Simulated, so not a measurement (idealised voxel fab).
process module | voxel fin reveal
cross-section cut | 255 nm wide | cells 5 nm
A cross-section is a grid of square cells, given in bands from the top down. A band is one or more rows of cells.
Each band's line starts with the height of the band's top and of its bottom, in nm. Then come its materials from left to right, each with its width in nm. One material with "throughout" fills the band from edge to edge. "air" is empty space.
Height 0 is the level under which the wafer as received is all one material. The lowest band goes on downwards, as in "0 down".
A width such as "30 to 40" changes by the same amount from each row of cells to the next, from the band's top row to its bottom row.
"no change" after a step means that no cell of the cross-section changed.
closed voids: empty space of 8 cells or more with no open way to the top, each as width x height at its distance from the left edge, in nm
after a step's settings: what the simulator itself notes on the step
overlay nm, on a step with a mask: how far to the right of its planned place the mask lay; to the left if negative
plan
1 op RECEIVE | material Si
2 op CONFORMAL_DEP | material SiN | thk nm 10
3 op MASKED_ETCH | tone cover | mask id FINS | width nm 15 | pitch nm 35 | etch materials SiN | depth nm 10 | overlay nm 0
4 op MASKED_ETCH | tone cover | mask id FINS | width nm 15 | pitch nm 35 | etch materials Si | depth nm 35 | overlay nm 0
5 op FILL_DEP | material SiO2 | thk nm 15
6 op CMP | height nm 10
7 op SELECTIVE_ETCH | etch materials SiO2 | depth nm 20
8 op STRIP | etch materials SiN
first wafer, as planned
as received, after step 1
  0 down: Si throughout
  closed voids: none
after step 2
  10 to 0: SiN throughout
  below 0: unchanged
after step 3
  10 to 0: air 65 | SiN 15 | air 20 | SiN 15 | air 20 | SiN 15 | air 20 | SiN 15 | air 70
  below 0: unchanged
after step 4
  10 to 0: air 65 | SiN 15 | air 20 | SiN 15 | air 20 | SiN 15 | air 20 | SiN 15 | air 70
  0 to -35: air 65 | Si 15 | air 20 | Si 15 | air 20 | Si 15 | air 20 | Si 15 | air 70
  below -35: unchanged
after step 5
  25 to 10: SiO2 throughout
  10 to 0: SiO2 65 | SiN 15 | SiO2 20 | SiN 15 | SiO2 20 | SiN 15 | SiO2 20 | SiN 15 | SiO2 70
  0 to -35: SiO2 65 | Si 15 | SiO2 20 | Si 15 | SiO2 20 | Si 15 | SiO2 20 | Si 15 | SiO2 70
  below -35: unchanged
after step 6
  10 to 0: SiO2 65 | SiN 15 | SiO2 20 | SiN 15 | SiO2 20 | SiN 15 | SiO2 20 | SiN 15 | SiO2 70
  below 0: unchanged
after step 7
  10 to 0: air 65 | SiN 15 | air 20 | SiN 15 | air 20 | SiN 15 | air 20 | SiN 15 | air 70
  0 to -10: air 65 | Si 15 | air 20 | Si 15 | air 20 | Si 15 | air 20 | Si 15 | air 70
  below -10: unchanged
after step 8
  0 to -10: air 65 | Si 15 | air 20 | Si 15 | air 20 | Si 15 | air 20 | Si 15 | air 70
  below -10: unchanged
second wafer: like start, like plan, one mistake. Through step 5 it matches the first wafer
when step 6 should have ended: no change
when step 7 should have ended
  10 to 5: air 65 | SiN 15 | air 20 | SiN 15 | air 20 | SiN 15 | air 20 | SiN 15 | air 70
  below 5: unchanged
when step 8 should have ended
  5 to 0: SiO2 65 | air 15 | SiO2 20 | air 15 | SiO2 20 | air 15 | SiO2 20 | air 15 | SiO2 70
  below 0: unchanged
what went wrong: step 6 was left out
at the end the second wafer has, in cells: 117 more of SiO2
